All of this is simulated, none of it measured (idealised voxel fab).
A process module follows: voxel capacitor over wiring.
The cross-section shown here is cut; it is 270 nm wide and divided into square cells measuring 5 nm on a side.
We lay out every cross-section as a grid of square cells and spell it out in bands from the top down, where one band means one or more rows of cells. This entry defines a band. It first specifies the height of the band's top and the height of its bottom in nm, and then specifies the band's materials from left to right, stating each material with its width in nm. The word "all across" identifies a single material that fills the band from edge to edge, while the word "air" identifies empty space. Height 0 is the level under which the wafer as received is all one material. The lowest band goes on downwards, as in "top 0, no bottom". Quick explanation for "30->40": the width changes in equal steps down the rows of cells, from the first number in the band's top row to the second number in its bottom row. Any step labelled "no alteration" changed none of the cells in the cross-section. Heads up: "Sealed-off cavities" only lists the empty pockets with no open path to the top that are 8 cells or more, and it writes them as width x height at distance, distance from the left edge, in nm. That trailing text on a step's line, after the settings, is the simulator's own remark on the step. For masked steps, "overlay nm" on the step line gives how far right of plan the mask actually lay; a minus sign means it lay to the left.
Steps planned for the process:
1) RECEIVE: material Si
2) CONFORMAL_DEP: material SiO2, thk nm 15
3) CONFORMAL_DEP: material SiN, thk nm 5
4) DIRECTIONAL_DEP: material SiO2, thk nm 20
5) DIRECTIONAL_DEP: material aC, thk nm 15
6) PATTERN: tone open, mask id METAL_1, material resist, width nm 30, pitch nm 80, thk nm 35, overlay nm 0
7) DIRECTIONAL_ETCH: etch materials aC, depth nm 15
8) STRIP: etch materials resist
9) DIRECTIONAL_ETCH: etch materials SiO2, depth nm 20
10) DIRECTIONAL_ETCH: etch materials SiN, depth nm 5
11) STRIP: etch materials aC
12) CONFORMAL_DEP: material TiN, thk nm 5
13) FILL_DEP: material Cu, thk nm 5
14) CMP: height nm 40
15) CONFORMAL_DEP: material SiCN, thk nm 5
16) DIRECTIONAL_DEP: material lowk, thk nm 20
17) MASKED_ETCH: tone open, mask id PLUG_1, width nm 15, etch materials lowk, depth nm 20, overlay nm 0
18) MASKED_ETCH: tone open, mask id PLUG_1, width nm 15, etch materials SiCN, depth nm 5, overlay nm 0
19) CONFORMAL_DEP: material TiN, thk nm 5
20) FILL_DEP: material Cu, thk nm 5
21) CMP: height nm 65
22) DIRECTIONAL_DEP: material TiN, thk nm 10
23) DIRECTIONAL_DEP: material HfO2, thk nm 5
24) DIRECTIONAL_DEP: material TiN, thk nm 5
25) PATTERN: tone cover, mask id UPPER_PLATE, material resist, width nm 55, thk nm 15, overlay nm 0
26) DIRECTIONAL_ETCH: etch materials TiN, depth nm 5
27) DIRECTIONAL_ETCH: etch materials HfO2, depth nm 5
28) STRIP: etch materials resist
29) DIRECTIONAL_DEP: material aC, thk nm 10
30) PATTERN: tone cover, mask id LOWER_PLATE, material resist, width nm 65, thk nm 25, overlay nm 0
31) DIRECTIONAL_ETCH: etch materials aC, depth nm 10
32) STRIP: etch materials resist
33) DIRECTIONAL_ETCH: etch materials TiN, depth nm 10
34) STRIP: etch materials aC
35) FILL_DEP: material SiO2, thk nm 15
36) CMP: height nm 95
37) DIRECTIONAL_DEP: material aC, thk nm 10
38) PATTERN: tone open, mask id PLUG_2, material resist, width nm 15, thk nm 30, overlay nm 0
39) DIRECTIONAL_ETCH: etch materials aC, depth nm 10
40) STRIP: etch materials resist
41) DIRECTIONAL_ETCH: etch materials SiO2, depth nm 10
42) STRIP: etch materials aC
43) CONFORMAL_DEP: material TiN, thk nm 5
44) FILL_DEP: material Ru, thk nm 5
45) CMP: height nm 95
46) CONFORMAL_DEP: material SiN, thk nm 5
Incoming wafer in cross-section (state: after step 1):
    top 0, no bottom: Si all across
    Sealed-off cavities: none
Figure: cross-sectional view of the wafer upon completion of the module, processed from the initial state and according to the plan depicted above, with one error introduced during execution:
    top 100, bottom 95: SiN all across
    top 95, bottom 90: SiO2 105 nm, then TiN 5 nm, then Ru 5 nm, then TiN 5 nm, then SiO2 150 nm
    top 90, bottom 80: SiO2 105->95 nm, then TiN 15->55 nm, then SiO2 150->120 nm
    top 80, bottom 75: SiO2 95 nm, then HfO2 55 nm, then SiO2 120 nm
    top 75, bottom 65: SiO2 90 nm, then TiN 65 nm, then SiO2 115 nm
    top 65, bottom 45: lowk 95 nm, then TiN 5 nm, then Cu 5 nm, then TiN 5 nm, then lowk 160 nm
    top 45, bottom 40: SiCN 95 nm, then TiN 15 nm, then SiCN 160 nm
    top 40, bottom 35: TiN 85 nm, then Cu 20 nm, then TiN 60 nm, then Cu 20 nm, then TiN 85 nm
    top 35, bottom 20: SiO2 80 nm, then TiN 5 nm, then Cu 20 nm, then TiN 5 nm, then SiO2 50 nm, then TiN 5 nm, then Cu 20 nm, then TiN 5 nm, then SiO2 80 nm
    top 20, bottom 15: SiO2 80 nm, then TiN 30 nm, then SiO2 50 nm, then TiN 30 nm, then SiO2 80 nm
    top 15, bottom 0: SiO2 all across
    top 0, no bottom: Si all across
    Sealed-off cavities: none
Which mistake was made when the wafer was run? step 3 of the plan: omitted, not performed
